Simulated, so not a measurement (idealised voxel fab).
The document below concerns the process module designated voxel wiring stack.
Xsec cut, 180 nm wide, square cell size 5 nm.
Just so we're on the same page, the cross-sections are grids of square cells, and they're listed out in bands top to bottom, each band one or more rows deep. The band entry comprises the height of the band's top followed by the height of its bottom, expressed in nm, and subsequently the band's materials from left to right, each stated together with its width in nm. Where a single material is marked with the word "throughout", that material fills the band from edge to edge. The word "air" represents empty space. Below 0: as-received wafer, all one material; heights counted from there. Lowest band: no bottom, goes on down, written "from 0 down". A width given as "30..40" starts at the first number in the band's top row and ends at the second number in its bottom row, shifting by an equal amount at every step from row to row. Basically "nothing got changed" means that step didn't change any cell in the cross-section. Look at "Enclosed void list" for the closed voids: empty spaces with no open path to the top, sized 8 cells or up. Each is width x height at distance, distance from the left edge, all nm. after a step's settings: what the simulator itself notes on the step. "overlay nm" answers the question of how far to the right of plan the mask lay on a step that has a mask, and when it is negative the answer is to the left. Below you will find pairs of cross-sections. In each, one shows the wafer before one process step and the other after it, with the after view ending at the lowest band that changed. Under each pair is the step separating them, along with its settings. Do not assume the pairs form a chain: they can come from different runs of this module on the same starting wafer, and a pair continues from the pair above it only when its "Status quo ante" entry says so.

**Status quo ante**
* from 90 to 75 | 55 of aC | 15 of air | 30 of aC | 15 of air | 65 of aC
* from 75 to 45 | lowk throughout
* from 45 to 40 | SiCN throughout
* from 40 to 35 | lowk throughout
* from 35 to 30 | 50 of lowk | 35 of SiN | 10 of lowk | 35 of SiN | 50 of lowk
* from 30 to 5 | 50 of lowk | 5 of SiN | 25 of W | 5 of SiN | 10 of lowk | 5 of SiN | 25 of W | 5 of SiN | 50 of lowk
* from 5 to 0 | 55 of SiN | 25 of TiN | 20 of SiN | 25 of TiN | 55 of SiN
* from 0 down | Si throughout
* Enclosed void list: none

**Result of Step**
* from 90 to 75 | 55 of aC | 15 of air | 30 of aC | 15 of air | 65 of aC
* from 75 to 45 | 55 of lowk | 15 of air | 30 of lowk | 15 of air | 65 of lowk
* At heights below 45, the structure remains unaltered.
* Enclosed void list: none
Processing between the before and after sections above: DIRECTIONAL_ETCH,etch materials lowk,depth nm 30

Status quo ante: The structure entering this step is exactly what the pair just above shows after its step.

**Result of Step**
* from 75 to 45 | 55 of lowk | 15 of air | 30 of lowk | 15 of air | 65 of lowk
* At heights below 45, the structure remains unaltered.
* Enclosed void list: none
Processing between the before and after sections above: STRIP,etch materials aC

Status quo ante: The structure entering this step is exactly what the pair just above shows after its step.

**Result of Step**
* from 90 to 75 | 55 of aC | 15 of air | 30 of aC | 15 of air | 65 of aC
* from 75 to 60 | 55 of lowk | 15 of air | 30 of lowk | 15 of air | 65 of lowk
* from 60 to 45 | 55 of lowk | 15 of aC | 30 of lowk | 15 of aC | 65 of lowk
* At heights below 45, the structure remains unaltered.
* Enclosed void list: none
Processing between the before and after sections above: DIRECTIONAL_DEP,material aC,thk nm 15

Status quo ante: The structure entering this step is exactly what the pair just above shows after its step.

**Result of Step**
* from 120 to 90 | 55 of resist | 25 of air | 20 of resist | 25 of air | 55 of resist
* At heights below 90, the structure remains unaltered.
* Enclosed void list: none
Processing between the before and after sections above: PATTERN,tone open,mask id METAL_2,material resist,width nm 25,pitch nm 45,thk nm 30,overlay nm 0

Status quo ante: The structure entering this step is exactly what the pair just above shows after its step.

**Result of Step**
* from 105 to 90 | 55 of resist | 25 of air | 20 of resist | 25 of air | 55 of resist
* from 90 to 75 | 55 of aC | 25 of air | 20 of aC | 25 of air | 55 of aC
* from 75 to 45 | 55 of lowk | 15 of air | 30 of lowk | 15 of air | 65 of lowk
* At heights below 45, the structure remains unaltered.
* Enclosed void list: none
Processing between the before and after sections above: DIRECTIONAL_ETCH,etch materials aC,depth nm 15

Status quo ante: The structure entering this step is exactly what the pair just above shows after its step.

**Result of Step**
* from 90 to 75 | 55 of aC | 25 of air | 20 of aC | 25 of air | 55 of aC
* At heights below 75, the structure remains unaltered.
* Enclosed void list: none
Processing between the before and after sections above: STRIP,etch materials resist

Status quo ante: The structure entering this step is exactly what the pair just above shows after its step.

**Result of Step**
* from 90 to 75 | 55 of aC | 25 of air | 20 of aC | 25 of air | 55 of aC
* from 75 to 55 | 55 of lowk | 25 of air | 20 of lowk | 25 of air | 55 of lowk
* At heights below 55, the structure remains unaltered.
* Enclosed void list: none
Processing between the before and after sections above: DIRECTIONAL_ETCH,etch materials lowk,depth nm 20

Status quo ante: The structure entering this step is exactly what the pair just above shows after its step.

**Result of Step**
* from 90 to 75 | 55 of aC | 25 of air | 20 of aC | 25 of air | 55 of aC
* from 75 to 55 | 55 of lowk | 25 of air | 20 of lowk | 25 of air | 55 of lowk
* from 55 to 45 | 55 of lowk | 15 of air | 30 of lowk | 15 of air | 65 of lowk
* from 45 to 40 | 55 of SiCN | 15 of air | 30 of SiCN | 15 of air | 65 of SiCN
* At heights below 40, the structure remains unaltered.
* Enclosed void list: none
Processing between the before and after sections above: DIRECTIONAL_ETCH,etch materials SiCN,depth nm 5

Status quo ante: The structure entering this step is exactly what the pair just above shows after its step.

**Result of Step**
* from 75 to 55 | 55 of lowk | 25 of air | 20 of lowk | 25 of air | 55 of lowk
* At heights below 55, the structure remains unaltered.
* Enclosed void list: none
Processing between the before and after sections above: STRIP,etch materials aC

Status quo ante: The structure entering this step is exactly what the pair just above shows after its step.

**Result of Step**
* from 80 to 75 | 60 of TiN | 15 of air | 30 of TiN | 15 of air | 60 of TiN
* from 75 to 60 | 55 of lowk | 5 of TiN | 15 of air | 5 of TiN | 20 of lowk | 5 of TiN | 15 of air | 5 of TiN | 55 of lowk
* from 60 to 55 | 55 of lowk | 5 of TiN | 5 of air | 15 of TiN | 20 of lowk | 5 of TiN | 5 of air | 15 of TiN | 55 of lowk
* from 55 to 45 | 55 of lowk | 5 of TiN | 5 of air | 5 of TiN | 30 of lowk | 5 of TiN | 5 of air | 5 of TiN | 65 of lowk
* from 45 to 40 | 55 of SiCN | 15 of TiN | 30 of SiCN | 15 of TiN | 65 of SiCN
* At heights below 40, the structure remains unaltered.
* Enclosed void list: none
Processing between the before and after sections above: CONFORMAL_DEP,material TiN,thk nm 5

Status quo ante: The structure entering this step is exactly what the pair just above shows after its step.

**Result of Step**
* from 85 to 80 | Cu throughout
* from 80 to 75 | 60 of TiN | 15 of Cu | 30 of TiN | 15 of Cu | 60 of TiN
* from 75 to 60 | 55 of lowk | 5 of TiN | 15 of Cu | 5 of TiN | 20 of lowk | 5 of TiN | 15 of Cu | 5 of TiN | 55 of lowk
* from 60 to 55 | 55 of lowk | 5 of TiN | 5 of Cu | 15 of TiN | 20 of lowk | 5 of TiN | 5 of Cu | 15 of TiN | 55 of lowk
* from 55 to 45 | 55 of lowk | 5 of TiN | 5 of Cu | 5 of TiN | 30 of lowk | 5 of TiN | 5 of Cu | 5 of TiN | 65 of lowk
* At heights below 45, the structure remains unaltered.
* Enclosed void list: none
Processing between the before and after sections above: FILL_DEP,material Cu,thk nm 5

Status quo ante: The structure entering this step is exactly what the pair just above shows after its step.

**Result of Step**
* from 75 to 60 | 55 of lowk | 5 of TiN | 15 of Cu | 5 of TiN | 20 of lowk | 5 of TiN | 15 of Cu | 5 of TiN | 55 of lowk
* At heights below 60, the structure remains unaltered.
* Enclosed void list: none
Processing between the before and after sections above: CMP,height nm 75

Status quo ante: The structure entering this step is exactly what the pair just above shows after its step.

**Result of Step**
* from 80 to 75 | SiCN throughout
* At heights below 75, the structure remains unaltered.
* Enclosed void list: none
Processing between the before and after sections above: CONFORMAL_DEP,material SiCN,thk nm 5

Status quo ante: The structure entering this step is exactly what the pair just above shows after its step.

**Result of Step**
* from 105 to 80 | lowk throughout
* At heights below 80, the structure remains unaltered.
* Enclosed void list: none
Processing between the before and after sections above: DIRECTIONAL_DEP,material lowk,thk nm 25

Status quo ante: The structure entering this step is exactly what the pair just above shows after its step.

**Result of Step**
* from 115 to 105 | aC throughout
* At heights below 105, the structure remains unaltered.
* Enclosed void list: none
Processing between the before and after sections above: DIRECTIONAL_DEP,material aC,thk nm 10

Status quo ante: The structure entering this step is exactly what the pair just above shows after its step.

**Result of Step**
* from 140 to 115 | 55 of resist | 15 of air | 110 of resist
* At heights below 115, the structure remains unaltered.
* Enclosed void list: none
Processing between the before and after sections above: PATTERN,tone open,mask id METAL_3_HOLES,material resist,width nm 15,thk nm 25,overlay nm 0

Status quo ante: The structure entering this step is exactly what the pair just above shows after its step.

**Result of Step**
* from 130 to 115 | 55 of resist | 15 of air | 110 of resist
* from 115 to 105 | 55 of aC | 15 of air | 110 of aC
* At heights below 105, the structure remains unaltered.
* Enclosed void list: none
Processing between the before and after sections above: DIRECTIONAL_ETCH,etch materials aC,depth nm 10

Status quo ante: The structure entering this step is exactly what the pair just above shows after its step.

**Result of Step**
* from 115 to 105 | 55 of aC | 15 of air | 110 of aC
* At heights below 105, the structure remains unaltered.
* Enclosed void list: none
Processing between the before and after sections above: STRIP,etch materials resist

Status quo ante: The structure entering this step is exactly what the pair just above shows after its step.

**Result of Step**
* from 115 to 105 | 55 of aC | 15 of air | 110 of aC
* from 105 to 80 | 55 of lowk | 15 of air | 110 of lowk
* At heights below 80, the structure remains unaltered.
* Enclosed void list: none
Processing between the before and after sections above: DIRECTIONAL_ETCH,etch materials lowk,depth nm 25

Status quo ante: The structure entering this step is exactly what the pair just above shows after its step.

**Result of Step**
* from 105 to 80 | 55 of lowk | 15 of air | 110 of lowk
* At heights below 80, the structure remains unaltered.
* Enclosed void list: none
Processing between the before and after sections above: STRIP,etch materials aC

Status quo ante: The structure entering this step is exactly what the pair just above shows after its step.

**Result of Step**
* from 125 to 105 | 55 of resist | 25 of air | 20 of resist | 25 of air | 55 of resist
* At heights below 105, the structure remains unaltered.
* Enclosed void list: none
Processing between the before and after sections above: PATTERN,tone open,mask id METAL_3,material resist,width nm 25,pitch nm 45,thk nm 20,overlay nm 0

Status quo ante: The structure entering this step is exactly what the pair just above shows after its step.

**Result of Step**
* from 125 to 105 | 55 of resist | 25 of air | 20 of resist | 25 of air | 55 of resist
* from 105 to 90 | 55 of lowk | 25 of air | 20 of lowk | 25 of air | 55 of lowk
* At heights below 90, the structure remains unaltered.
* Enclosed void list: none
Processing between the before and after sections above: DIRECTIONAL_ETCH,etch materials lowk,depth nm 15

Status quo ante: The structure entering this step is exactly what the pair just above shows after its step.

**Result of Step**
* from 125 to 105 | 55 of resist | 25 of air | 20 of resist | 25 of air | 55 of resist
* from 105 to 90 | 55 of lowk | 25 of air | 20 of lowk | 25 of air | 55 of lowk
* from 90 to 80 | 55 of lowk | 15 of air | 110 of lowk
* from 80 to 75 | 55 of SiCN | 15 of air | 110 of SiCN
* At heights below 75, the structure remains unaltered.
* Enclosed void list: none
Processing between the before and after sections above: DIRECTIONAL_ETCH,etch materials SiCN,depth nm 5

Status quo ante: The structure entering this step is exactly what the pair just above shows after its step.

**Result of Step**
* from 105 to 90 | 55 of lowk | 25 of air | 20 of lowk | 25 of air | 55 of lowk
* At heights below 90, the structure remains unaltered.
* Enclosed void list: none
Processing between the before and after sections above: STRIP,etch materials resist

Status quo ante: The structure entering this step is exactly what the pair just above shows after its step.

**Result of Step**
* from 110 to 105 | 60 of TiN | 15 of air | 30 of TiN | 15 of air | 60 of TiN
* from 105 to 95 | 55 of lowk | 5 of TiN | 15 of air | 5 of TiN | 20 of lowk | 5 of TiN | 15 of air | 5 of TiN | 55 of lowk
* from 95 to 90 | 55 of lowk | 5 of TiN | 5 of air | 15 of TiN | 20 of lowk | 25 of TiN | 55 of lowk
* from 90 to 80 | 55 of lowk | 5 of TiN | 5 of air | 5 of TiN | 110 of lowk
* from 80 to 75 | 55 of SiCN | 15 of TiN | 110 of SiCN
* At heights below 75, the structure remains unaltered.
* Enclosed void list: none
Processing between the before and after sections above: CONFORMAL_DEP,material TiN,thk nm 5

Status quo ante: The structure entering this step is exactly what the pair just above shows after its step.

**Result of Step**
* from 120 to 110 | Cu throughout
* from 110 to 105 | 60 of TiN | 15 of Cu | 30 of TiN | 15 of Cu | 60 of TiN
* from 105 to 95 | 55 of lowk | 5 of TiN | 15 of Cu | 5 of TiN | 20 of lowk | 5 of TiN | 15 of Cu | 5 of TiN | 55 of lowk
* from 95 to 90 | 55 of lowk | 5 of TiN | 5 of Cu | 15 of TiN | 20 of lowk | 25 of TiN | 55 of lowk
* from 90 to 80 | 55 of lowk | 5 of TiN | 5 of Cu | 5 of TiN | 110 of lowk
* At heights below 80, the structure remains unaltered.
* Enclosed void list: none
Processing between the before and after sections above: FILL_DEP,material Cu,thk nm 10

Status quo ante: The structure entering this step is exactly what the pair just above shows after its step.

**Result of Step**
* from 105 to 95 | 55 of lowk | 5 of TiN | 15 of Cu | 5 of TiN | 20 of lowk | 5 of TiN | 15 of Cu | 5 of TiN | 55 of lowk
* At heights below 95, the structure remains unaltered.
* Enclosed void list: none
Processing between the before and after sections above: CMP,height nm 105

Status quo ante: The structure entering this step is exactly what the pair just above shows after its step.

**Result of Step**
* from 110 to 105 | SiCN throughout
* At heights below 105, the structure remains unaltered.
* Enclosed void list: none
Processing between the before and after sections above: CONFORMAL_DEP,material SiCN,thk nm 5

Status quo ante: The structure entering this step is exactly what the pair just above shows after its step.

**Result of Step**
* from 135 to 110 | SiO2 throughout
* At heights below 110, the structure remains unaltered.
* Enclosed void list: none
Processing between the before and after sections above: DIRECTIONAL_DEP,material SiO2,thk nm 25

Status quo ante: The structure entering this step is exactly what the pair just above shows after its step.

**Result of Step**
* from 135 to 110 | 55 of SiO2 | 15 of air | 110 of SiO2
* At heights below 110, the structure remains unaltered.
* Enclosed void list: none
Processing between the before and after sections above: MASKED_ETCH,tone open,mask id METAL_4_HOLES,width nm 15,etch materials SiO2,depth nm 25,overlay nm 0

Status quo ante: The structure entering this step is exactly what the pair just above shows after its step.

**Result of Step**
* from 150 to 135 | 55 of aC | 15 of air | 110 of aC
* from 135 to 125 | 55 of SiO2 | 15 of air | 110 of SiO2
* from 125 to 110 | 55 of SiO2 | 15 of aC | 110 of SiO2
* At heights below 110, the structure remains unaltered.
* Enclosed void list: none
Processing between the before and after sections above: DIRECTIONAL_DEP,material aC,thk nm 15

Status quo ante: The structure entering this step is exactly what the pair just above shows after its step.

**Result of Step**
* from 185 to 150 | 55 of resist | 25 of air | 20 of resist | 25 of air | 55 of resist
* At heights below 150, the structure remains unaltered.
* Enclosed void list: none
Processing between the before and after sections above: PATTERN,tone open,mask id METAL_4,material resist,width nm 25,pitch nm 45,thk nm 35,overlay nm 0

Status quo ante: The structure entering this step is exactly what the pair just above shows after its step.

**Result of Step**
* from 170 to 150 | 55 of resist | 25 of air | 20 of resist | 25 of air | 55 of resist
* from 150 to 135 | 55 of aC | 25 of air | 20 of aC | 25 of air | 55 of aC
* from 135 to 110 | 55 of SiO2 | 15 of air | 110 of SiO2
* At heights below 110, the structure remains unaltered.
* Enclosed void list: none
Processing between the before and after sections above: DIRECTIONAL_ETCH,etch materials aC,depth nm 15

Status quo ante: The structure entering this step is exactly what the pair just above shows after its step.

**Result of Step**
* from 150 to 135 | 55 of aC | 25 of air | 20 of aC | 25 of air | 55 of aC
* At heights below 135, the structure remains unaltered.
* Enclosed void list: none
Processing between the before and after sections above: STRIP,etch materials resist

Status quo ante: The structure entering this step is exactly what the pair just above shows after its step.

**Result of Step**
* from 150 to 135 | 55 of aC | 25 of air | 20 of aC | 25 of air | 55 of aC
* from 135 to 120 | 55 of SiO2 | 25 of air | 20 of SiO2 | 25 of air | 55 of SiO2
* At heights below 120, the structure remains unaltered.
* Enclosed void list: none
Processing between the before and after sections above: DIRECTIONAL_ETCH,etch materials SiO2,depth nm 15

Status quo ante: The structure entering this step is exactly what the pair just above shows after its step.

**Result of Step**
* from 150 to 135 | 55 of aC | 25 of air | 20 of aC | 25 of air | 55 of aC
* from 135 to 120 | 55 of SiO2 | 25 of air | 20 of SiO2 | 25 of air | 55 of SiO2
* from 120 to 110 | 55 of SiO2 | 15 of air | 110 of SiO2
* from 110 to 105 | 55 of SiCN | 15 of air | 110 of SiCN
* At heights below 105, the structure remains unaltered.
* Enclosed void list: none
Processing between the before and after sections above: DIRECTIONAL_ETCH,etch materials SiCN,depth nm 5

Status quo ante: The structure entering this step is exactly what the pair just above shows after its step.

**Result of Step**
* from 135 to 120 | 55 of SiO2 | 25 of air | 20 of SiO2 | 25 of air | 55 of SiO2
* At heights below 120, the structure remains unaltered.
* Enclosed void list: none
Processing between the before and after sections above: STRIP,etch materials aC

Status quo ante: The structure entering this step is exactly what the pair just above shows after its step.

**Result of Step**
* from 140 to 135 | 60 of TiN | 15 of air | 30 of TiN | 15 of air | 60 of TiN
* from 135 to 125 | 55 of SiO2 | 5 of TiN | 15 of air | 5 of TiN | 20 of SiO2 | 5 of TiN | 15 of air | 5 of TiN | 55 of SiO2
* from 125 to 120 | 55 of SiO2 | 5 of TiN | 5 of air | 15 of TiN | 20 of SiO2 | 25 of TiN | 55 of SiO2
* from 120 to 110 | 55 of SiO2 | 5 of TiN | 5 of air | 5 of TiN | 110 of SiO2
* from 110 to 105 | 55 of SiCN | 15 of TiN | 110 of SiCN
* At heights below 105, the structure remains unaltered.
* Enclosed void list: none
Processing between the before and after sections above: CONFORMAL_DEP,material TiN,thk nm 5

Status quo ante: The structure entering this step is exactly what the pair just above shows after its step.

**Result of Step**
* from 145 to 140 | Cu throughout
* from 140 to 135 | 60 of TiN | 15 of Cu | 30 of TiN | 15 of Cu | 60 of TiN
* from 135 to 125 | 55 of SiO2 | 5 of TiN | 15 of Cu | 5 of TiN | 20 of SiO2 | 5 of TiN | 15 of Cu | 5 of TiN | 55 of SiO2
* from 125 to 120 | 55 of SiO2 | 5 of TiN | 5 of Cu | 15 of TiN | 20 of SiO2 | 25 of TiN | 55 of SiO2
* from 120 to 110 | 55 of SiO2 | 5 of TiN | 5 of Cu | 5 of TiN | 110 of SiO2
* At heights below 110, the structure remains unaltered.
* Enclosed void list: none
Processing between the before and after sections above: FILL_DEP,material Cu,thk nm 5

Status quo ante: The structure entering this step is exactly what the pair just above shows after its step.

**Result of Step**
* from 135 to 125 | 55 of SiO2 | 5 of TiN | 15 of Cu | 5 of TiN | 20 of SiO2 | 5 of TiN | 15 of Cu | 5 of TiN | 55 of SiO2
* At heights below 125, the structure remains unaltered.
* Enclosed void list: none
Processing between the before and after sections above: CMP,height nm 135

Status quo ante: The structure entering this step is exactly what the pair just above shows after its step.

**Result of Step**
* from 140 to 135 | SiCN throughout
* At heights below 135, the structure remains unaltered.
* Enclosed void list: none
Processing between the before and after sections above: CONFORMAL_DEP,material SiCN,thk nm 5

**Status quo ante**
* from 75 to 45 | lowk throughout
* from 45 to 40 | SiCN throughout
* from 40 to 15 | 50 of lowk | 5 of SiN | 25 of W | 5 of SiN | 10 of lowk | 5 of SiN | 25 of W | 5 of SiN | 50 of lowk
* from 15 to 10 | 55 of SiN | 25 of TiN | 20 of SiN | 25 of TiN | 55 of SiN
* from 10 to 0 | SiO2 throughout
* from 0 down | Si throughout
* Enclosed void list: none

**Result of Step**
* from 105 to 45 | lowk throughout
* At heights below 45, the structure remains unaltered.
* Enclosed void list: none
Processing between the before and after sections above: DIRECTIONAL_DEP,material lowk,thk nm 30

Status quo ante: The structure entering this step is exactly what the pair just above shows after its step.

**Result of Step**
* from 120 to 105 | aC throughout
* At heights below 105, the structure remains unaltered.
* Enclosed void list: none
Processing between the before and after sections above: DIRECTIONAL_DEP,material aC,thk nm 15

Status quo ante: The structure entering this step is exactly what the pair just above shows after its step.

**Result of Step**
* from 155 to 120 | 55 of resist | 15 of air | 30 of resist | 15 of air | 65 of resist
* At heights below 120, the structure remains unaltered.
* Enclosed void list: none
Processing between the before and after sections above: PATTERN,tone open,mask id METAL_2_HOLES,material resist,width nm 15,pitch nm 45,thk nm 35,overlay nm 0

Status quo ante: The structure entering this step is exactly what the pair just above shows after its step.

**Result of Step**
* from 140 to 120 | 55 of resist | 15 of air | 30 of resist | 15 of air | 65 of resist
* from 120 to 105 | 55 of aC | 15 of air | 30 of aC | 15 of air | 65 of aC
* At heights below 105, the structure remains unaltered.
* Enclosed void list: none
Processing between the before and after sections above: DIRECTIONAL_ETCH,etch materials aC,depth nm 15

Status quo ante: The structure entering this step is exactly what the pair just above shows after its step.

**Result of Step**
* from 120 to 105 | 55 of aC | 15 of air | 30 of aC | 15 of air | 65 of aC
* At heights below 105, the structure remains unaltered.
* Enclosed void list: none
Processing between the before and after sections above: STRIP,etch materials resist

Status quo ante: The structure entering this step is exactly what the pair just above shows after its step.

**Result of Step**
* from 120 to 105 | 55 of aC | 15 of air | 30 of aC | 15 of air | 65 of aC
* from 105 to 75 | 55 of lowk | 15 of air | 30 of lowk | 15 of air | 65 of lowk
* At heights below 75, the structure remains unaltered.
* Enclosed void list: none
Processing between the before and after sections above: DIRECTIONAL_ETCH,etch materials lowk,depth nm 30

Status quo ante: The structure entering this step is exactly what the pair just above shows after its step.

**Result of Step**
* from 105 to 75 | 55 of lowk | 15 of air | 30 of lowk | 15 of air | 65 of lowk
* At heights below 75, the structure remains unaltered.
* Enclosed void list: none
Processing between the before and after sections above: STRIP,etch materials aC

Status quo ante: The structure entering this step is exactly what the pair just above shows after its step.

**Result of Step**
* from 120 to 105 | 55 of aC | 15 of air | 30 of aC | 15 of air | 65 of aC
* from 105 to 90 | 55 of lowk | 15 of air | 30 of lowk | 15 of air | 65 of lowk
* from 90 to 75 | 55 of lowk | 15 of aC | 30 of lowk | 15 of aC | 65 of lowk
* At heights below 75, the structure remains unaltered.
* Enclosed void list: none
Processing between the before and after sections above: DIRECTIONAL_DEP,material aC,thk nm 15

Status quo ante: The structure entering this step is exactly what the pair just above shows after its step.

**Result of Step**
* from 150 to 120 | 55 of resist | 25 of air | 20 of resist | 25 of air | 55 of resist
* At heights below 120, the structure remains unaltered.
* Enclosed void list: none
Processing between the before and after sections above: PATTERN,tone open,mask id METAL_2,material resist,width nm 25,pitch nm 45,thk nm 30,overlay nm 0

Status quo ante: The structure entering this step is exactly what the pair just above shows after its step.

**Result of Step**
* from 135 to 120 | 55 of resist | 25 of air | 20 of resist | 25 of air | 55 of resist
* from 120 to 105 | 55 of aC | 25 of air | 20 of aC | 25 of air | 55 of aC
* from 105 to 75 | 55 of lowk | 15 of air | 30 of lowk | 15 of air | 65 of lowk
* At heights below 75, the structure remains unaltered.
* Enclosed void list: none
Processing between the before and after sections above: DIRECTIONAL_ETCH,etch materials aC,depth nm 15

Status quo ante: The structure entering this step is exactly what the pair just above shows after its step.

**Result of Step**
* from 120 to 105 | 55 of aC | 25 of air | 20 of aC | 25 of air | 55 of aC
* At heights below 105, the structure remains unaltered.
* Enclosed void list: none
Processing between the before and after sections above: STRIP,etch materials resist

Status quo ante: The structure entering this step is exactly what the pair just above shows after its step.

**Result of Step**
* from 120 to 105 | 55 of aC | 25 of air | 20 of aC | 25 of air | 55 of aC
* from 105 to 85 | 55 of lowk | 25 of air | 20 of lowk | 25 of air | 55 of lowk
* from 85 to 55 | 55 of lowk | 15 of air | 30 of lowk | 15 of air | 65 of lowk
* At heights below 55, the structure remains unaltered.
* Enclosed void list: none
Processing between the before and after sections above: DIRECTIONAL_ETCH,etch materials lowk,depth nm 20

Status quo ante: The structure entering this step is exactly what the pair just above shows after its step.

**Result of Step**
* from 105 to 85 | 55 of lowk | 25 of air | 20 of lowk | 25 of air | 55 of lowk
* At heights below 85, the structure remains unaltered.
* Enclosed void list: none
Processing between the before and after sections above: STRIP,etch materials aC

Status quo ante: The structure entering this step is exactly what the pair just above shows after its step.

**Result of Step**
* from 110 to 105 | 60 of TiN | 15 of air | 30 of TiN | 15 of air | 60 of TiN
* from 105 to 90 | 55 of lowk | 5 of TiN | 15 of air | 5 of TiN | 20 of lowk | 5 of TiN | 15 of air | 5 of TiN | 55 of lowk
* from 90 to 85 | 55 of lowk | 5 of TiN | 5 of air | 15 of TiN | 20 of lowk | 5 of TiN | 5 of air | 15 of TiN | 55 of lowk
* from 85 to 60 | 55 of lowk | 5 of TiN | 5 of air | 5 of TiN | 30 of lowk | 5 of TiN | 5 of air | 5 of TiN | 65 of lowk
* from 60 to 55 | 55 of lowk | 15 of TiN | 30 of lowk | 15 of TiN | 65 of lowk
* At heights below 55, the structure remains unaltered.
* Enclosed void list: none
Processing between the before and after sections above: CONFORMAL_DEP,material TiN,thk nm 5

Status quo ante: The structure entering this step is exactly what the pair just above shows after its step.

**Result of Step**
* from 115 to 110 | Cu throughout
* from 110 to 105 | 60 of TiN | 15 of Cu | 30 of TiN | 15 of Cu | 60 of TiN
* from 105 to 90 | 55 of lowk | 5 of TiN | 15 of Cu | 5 of TiN | 20 of lowk | 5 of TiN | 15 of Cu | 5 of TiN | 55 of lowk
* from 90 to 85 | 55 of lowk | 5 of TiN | 5 of Cu | 15 of TiN | 20 of lowk | 5 of TiN | 5 of Cu | 15 of TiN | 55 of lowk
* from 85 to 60 | 55 of lowk | 5 of TiN | 5 of Cu | 5 of TiN | 30 of lowk | 5 of TiN | 5 of Cu | 5 of TiN | 65 of lowk
* At heights below 60, the structure remains unaltered.
* Enclosed void list: none
Processing between the before and after sections above: FILL_DEP,material Cu,thk nm 5

Status quo ante: The structure entering this step is exactly what the pair just above shows after its step.

**Result of Step**
* from 75 to 60 | 55 of lowk | 5 of TiN | 5 of Cu | 5 of TiN | 30 of lowk | 5 of TiN | 5 of Cu | 5 of TiN | 65 of lowk
* At heights below 60, the structure remains unaltered.
* Enclosed void list: none
Processing between the before and after sections above: CMP,height nm 75

Status quo ante: The structure entering this step is exactly what the pair just above shows after its step.

**Result of Step**
* from 80 to 75 | SiCN throughout
* At heights below 75, the structure remains unaltered.
* Enclosed void list: none
Processing between the before and after sections above: CONFORMAL_DEP,material SiCN,thk nm 5

Status quo ante: The structure entering this step is exactly what the pair just above shows after its step.

**Result of Step**
* from 105 to 80 | lowk throughout
* At heights below 80, the structure remains unaltered.
* Enclosed void list: none
Processing between the before and after sections above: DIRECTIONAL_DEP,material lowk,thk nm 25

Status quo ante: The structure entering this step is exactly what the pair just above shows after its step.

**Result of Step**
* from 115 to 105 | aC throughout
* At heights below 105, the structure remains unaltered.
* Enclosed void list: none
Processing between the before and after sections above: DIRECTIONAL_DEP,material aC,thk nm 10

Status quo ante: The structure entering this step is exactly what the pair just above shows after its step.

**Result of Step**
* from 140 to 115 | 55 of resist | 15 of air | 110 of resist
* At heights below 115, the structure remains unaltered.
* Enclosed void list: none
Processing between the before and after sections above: PATTERN,tone open,mask id METAL_3_HOLES,material resist,width nm 15,thk nm 25,overlay nm 0

Status quo ante: The structure entering this step is exactly what the pair just above shows after its step.

**Result of Step**
* from 130 to 115 | 55 of resist | 15 of air | 110 of resist
* from 115 to 105 | 55 of aC | 15 of air | 110 of aC
* At heights below 105, the structure remains unaltered.
* Enclosed void list: none
Processing between the before and after sections above: DIRECTIONAL_ETCH,etch materials aC,depth nm 10

Status quo ante: The structure entering this step is exactly what the pair just above shows after its step.

**Result of Step**
* from 115 to 105 | 55 of aC | 15 of air | 110 of aC
* At heights below 105, the structure remains unaltered.
* Enclosed void list: none
Processing between the before and after sections above: STRIP,etch materials resist

Status quo ante: The structure entering this step is exactly what the pair just above shows after its step.

**Result of Step**
* from 115 to 105 | 55 of aC | 15 of air | 110 of aC
* from 105 to 80 | 55 of lowk | 15 of air | 110 of lowk
* At heights below 80, the structure remains unaltered.
* Enclosed void list: none
Processing between the before and after sections above: DIRECTIONAL_ETCH,etch materials lowk,depth nm 25

Status quo ante: The structure entering this step is exactly what the pair just above shows after its step.

**Result of Step**
* from 105 to 80 | 55 of lowk | 15 of air | 110 of lowk
* At heights below 80, the structure remains unaltered.
* Enclosed void list: none
Processing between the before and after sections above: STRIP,etch materials aC

Status quo ante: The structure entering this step is exactly what the pair just above shows after its step.

**Result of Step**
* from 125 to 105 | 55 of resist | 25 of air | 20 of resist | 25 of air | 55 of resist
* At heights below 105, the structure remains unaltered.
* Enclosed void list: none
Processing between the before and after sections above: PATTERN,tone open,mask id METAL_3,material resist,width nm 25,pitch nm 45,thk nm 20,overlay nm 0

Status quo ante: The structure entering this step is exactly what the pair just above shows after its step.

**Result of Step**
* from 125 to 105 | 55 of resist | 25 of air | 20 of resist | 25 of air | 55 of resist
* from 105 to 90 | 55 of lowk | 25 of air | 20 of lowk | 25 of air | 55 of lowk
* At heights below 90, the structure remains unaltered.
* Enclosed void list: none
Processing between the before and after sections above: DIRECTIONAL_ETCH,etch materials lowk,depth nm 15

Status quo ante: The structure entering this step is exactly what the pair just above shows after its step.

**Result of Step**
* from 125 to 105 | 55 of resist | 25 of air | 20 of resist | 25 of air | 55 of resist
* from 105 to 90 | 55 of lowk | 25 of air | 20 of lowk | 25 of air | 55 of lowk
* from 90 to 80 | 55 of lowk | 15 of air | 110 of lowk
* from 80 to 75 | 55 of SiCN | 15 of air | 110 of SiCN
* At heights below 75, the structure remains unaltered.
* Enclosed void list: none
Processing between the before and after sections above: DIRECTIONAL_ETCH,etch materials SiCN,depth nm 5

Status quo ante: The structure entering this step is exactly what the pair just above shows after its step.

**Result of Step**
* from 105 to 90 | 55 of lowk | 25 of air | 20 of lowk | 25 of air | 55 of lowk
* At heights below 90, the structure remains unaltered.
* Enclosed void list: none
Processing between the before and after sections above: STRIP,etch materials resist

Status quo ante: The structure entering this step is exactly what the pair just above shows after its step.

**Result of Step**
* from 110 to 105 | 60 of TiN | 15 of air | 30 of TiN | 15 of air | 60 of TiN
* from 105 to 95 | 55 of lowk | 5 of TiN | 15 of air | 5 of TiN | 20 of lowk | 5 of TiN | 15 of air | 5 of TiN | 55 of lowk
* from 95 to 90 | 55 of lowk | 5 of TiN | 5 of air | 15 of TiN | 20 of lowk | 25 of TiN | 55 of lowk
* from 90 to 80 | 55 of lowk | 5 of TiN | 5 of air | 5 of TiN | 110 of lowk
* from 80 to 75 | 55 of SiCN | 15 of TiN | 110 of SiCN
* At heights below 75, the structure remains unaltered.
* Enclosed void list: none
Processing between the before and after sections above: CONFORMAL_DEP,material TiN,thk nm 5
